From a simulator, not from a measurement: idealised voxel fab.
process module | voxel self aligned contacts
cross-section cut | 185 nm wide | cells 5 nm
A cross-section is a grid of square cells, given in bands from the top down. A band is one or more rows of cells.
Each band's line starts with the height of the band's top and of its bottom, in nm. Then come its materials from left to right, each with its width in nm. One material with "throughout" fills the band from edge to edge. "air" is empty space.
Height 0 is the level under which the wafer as received is all one material. The lowest band goes on downwards, as in "0 down".
A width such as "30 to 40" changes by the same amount from each row of cells to the next, from the band's top row to its bottom row.
"no change" after a step means that no cell of the cross-section changed.
closed voids: empty space of 8 cells or more with no open way to the top, each as width x height at its distance from the left edge, in nm
after a step's settings: what the simulator itself notes on the step
overlay nm, on a step with a mask: how far to the right of its planned place the mask lay; to the left if negative
plan
1 op RECEIVE | material Si
2 op OXIDIZE | depth nm 5
3 op DIRECTIONAL_DEP | material polySi | thk nm 25
4 op DIRECTIONAL_DEP | material SiN | thk nm 25
5 op DIRECTIONAL_DEP | material aC | thk nm 10
6 op PATTERN | tone cover | mask id GATE | material resist | width nm 25 | pitch nm 65 | thk nm 30 | overlay nm 0
7 op DIRECTIONAL_ETCH | etch materials aC | depth nm 10
8 op STRIP | etch materials resist
9 op DIRECTIONAL_ETCH | etch materials SiN | depth nm 25
10 op DIRECTIONAL_ETCH | etch materials polySi | depth nm 25
11 op STRIP | etch materials aC
12 op CONFORMAL_DEP | material SiN | thk nm 10
13 op DIRECTIONAL_ETCH | etch materials SiN | depth nm 10
14 op FILL_DEP | material SiO2 | thk nm 20
15 op CMP | height nm 60
16 op MASKED_ETCH | tone open | mask id CONTACT | width nm 50 | pitch nm 65 | etch materials SiO2 | depth nm 65 | overlay nm 0
17 op CONFORMAL_DEP | material TiN | thk nm 5
18 op FILL_DEP | material W | thk nm 5
19 op CMP | height nm 60
20 op CONFORMAL_DEP | material SiCN | thk nm 5
as received, after step 1
  0 down: Si throughout
  closed voids: none
a wafer at the end: this start, this plan, one mistake
  65 to 60: SiCN throughout
  60 to 50: SiO2 35 | TiN 5 to 20 | aC 40 to 10 | TiN 5 to 20 | SiO2 15 | TiN 5 to 20 | aC 40 to 10 | TiN 5 to 20 | SiO2 35
  50 to 25: SiO2 5 | SiN 45 | TiN 5 | aC 10 | TiN 5 | SiN 45 | TiN 5 | aC 10 | TiN 5 | SiN 45 | SiO2 5
  25 to 0: SiO2 5 | SiN 10 | polySi 25 | SiN 10 | TiN 5 | aC 10 | TiN 5 | SiN 10 | polySi 25 | SiN 10 | TiN 5 | aC 10 | TiN 5 | SiN 10 | polySi 25 | SiN 10 | SiO2 5
  0 to -5: SiO2 50 | TiN 20 | SiO2 45 | TiN 20 | SiO2 50
  -5 down: Si throughout
  closed voids: none
what went wrong: step 18 ran as: op FILL_DEP | material aC | thk nm 5
